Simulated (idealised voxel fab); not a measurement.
This is a process module. Its name is voxel lift off.
We display cut, a cross-section 155 nm in width whose square cells are each 5 nm.
Reading order for cross-sections: top band down to bottom band. Underlying form: a grid of square cells. Band size: one or more rows of cells. Heights first: top, then bottom, in nm. Then materials, left to right, each with a width in nm. "edge to edge" on a single material: fills the band edge to edge. "air": empty space. Height reference: 0 = level under which incoming wafer is all one material. Lowest band: no bottom, runs on downward, e.g. "0 nm and below". Graded width ("30 to 40"): value in top row of band = first number; value in bottom row = second number; row-to-row change constant. "no alteration", as given for a step, is the statement that not any cell of the cross-section underwent a change during that step. Enclosed internal cavities: empty space of 8 cells or more with no open way to the top, each as width x height at its distance from the left edge, in nm. If you see something after the settings on a step's line, that's the simulator's own remark about that step. overlay nm: for a step with a mask, the amount by which the mask lay right of where it was planned; a negative amount means left of it.

## Intended process steps
1,RECEIVE | material Si
2,CONFORMAL_DEP | material SiN | thk nm 10
3,PATTERN | tone open | mask id LINES | material resist | width nm 15 | pitch nm 40 | thk nm 25 | overlay nm 0
4,DIRECTIONAL_DEP | material Ru | thk nm 15
5,STRIP | etch materials resist
6,CONFORMAL_DEP | material SiO2 | thk nm 5

## First of two wafers, processed according to plan

## Cross-section of the wafer at receipt, which is the condition after step 1
    0 nm and below | Si edge to edge
    Enclosed internal cavities: none

## Cross-section through the wafer, step 2 finished
    10 nm to 0 nm | SiN edge to edge
    For the remainder of the cross-section, below 0, there is no change.

## Cross-section through the wafer, step 3 finished
    35 nm to 10 nm | resist: 30 / air: 15 / resist: 25 / air: 15 / resist: 25 / air: 15 / resist: 30
    For the remainder of the cross-section, below 10, there is no change.

## Cross-section through the wafer, step 4 finished
    50 nm to 35 nm | Ru: 30 / air: 15 / Ru: 25 / air: 15 / Ru: 25 / air: 15 / Ru: 30
    35 nm to 25 nm | resist: 30 / air: 15 / resist: 25 / air: 15 / resist: 25 / air: 15 / resist: 30
    25 nm to 10 nm | resist: 30 / Ru: 15 / resist: 25 / Ru: 15 / resist: 25 / Ru: 15 / resist: 30
    For the remainder of the cross-section, below 10, there is no change.

## Cross-section through the wafer, step 5 finished
    25 nm to 10 nm | air: 30 / Ru: 15 / air: 25 / Ru: 15 / air: 25 / Ru: 15 / air: 30
    For the remainder of the cross-section, below 10, there is no change.

## Cross-section through the wafer, step 6 finished
    30 nm to 25 nm | air: 25 / SiO2: 25 / air: 15 / SiO2: 25 / air: 15 / SiO2: 25 / air: 25
    25 nm to 15 nm | air: 25 / SiO2: 5 / Ru: 15 / SiO2: 5 / air: 15 / SiO2: 5 / Ru: 15 / SiO2: 5 / air: 15 / SiO2: 5 / Ru: 15 / SiO2: 5 / air: 25
    15 nm to 10 nm | SiO2: 30 / Ru: 15 / SiO2: 25 / Ru: 15 / SiO2: 25 / Ru: 15 / SiO2: 30
    For the remainder of the cross-section, below 10, there is no change.

## Regarding the second of the two wafers: it shared the first wafer's starting condition and process plan, yet one error occurred during its execution. Its history coincides with that of the first wafer up to and including step 2

## Second wafer, section view, time point: scheduled end of step 3
    35 nm to 10 nm | resist: 30 / air: 20 / resist: 20 / air: 20 / resist: 20 / air: 20 / resist: 25
    For the remainder of the cross-section, below 10, there is no change.

## Second wafer, section view, time point: scheduled end of step 4
    50 nm to 35 nm | Ru: 30 / air: 20 / Ru: 20 / air: 20 / Ru: 20 / air: 20 / Ru: 25
    35 nm to 25 nm | resist: 30 / air: 20 / resist: 20 / air: 20 / resist: 20 / air: 20 / resist: 25
    25 nm to 10 nm | resist: 30 / Ru: 20 / resist: 20 / Ru: 20 / resist: 20 / Ru: 20 / resist: 25
    For the remainder of the cross-section, below 10, there is no change.

## Second wafer, section view, time point: scheduled end of step 5
    25 nm to 10 nm | air: 30 / Ru: 20 / air: 20 / Ru: 20 / air: 20 / Ru: 20 / air: 25
    For the remainder of the cross-section, below 10, there is no change.

## Second wafer, section view, time point: scheduled end of step 6
    30 nm to 25 nm | air: 25 / SiO2: 30 / air: 10 / SiO2: 30 / air: 10 / SiO2: 30 / air: 20
    25 nm to 15 nm | air: 25 / SiO2: 5 / Ru: 20 / SiO2: 5 / air: 10 / SiO2: 5 / Ru: 20 / SiO2: 5 / air: 10 / SiO2: 5 / Ru: 20 / SiO2: 5 / air: 20
    15 nm to 10 nm | SiO2: 30 / Ru: 20 / SiO2: 20 / Ru: 20 / SiO2: 20 / Ru: 20 / SiO2: 25
    For the remainder of the cross-section, below 10, there is no change.
The mistake made against the process plan was this: heads up, step 3 didn't go per plan, it actually ran as PATTERN | tone open | mask id LINES | material resist | width nm 20 | pitch nm 40 | thk nm 25 | overlay nm 0
Count the cells at the end and the second wafer has more or fewer of some materials than the first: +9 Ru
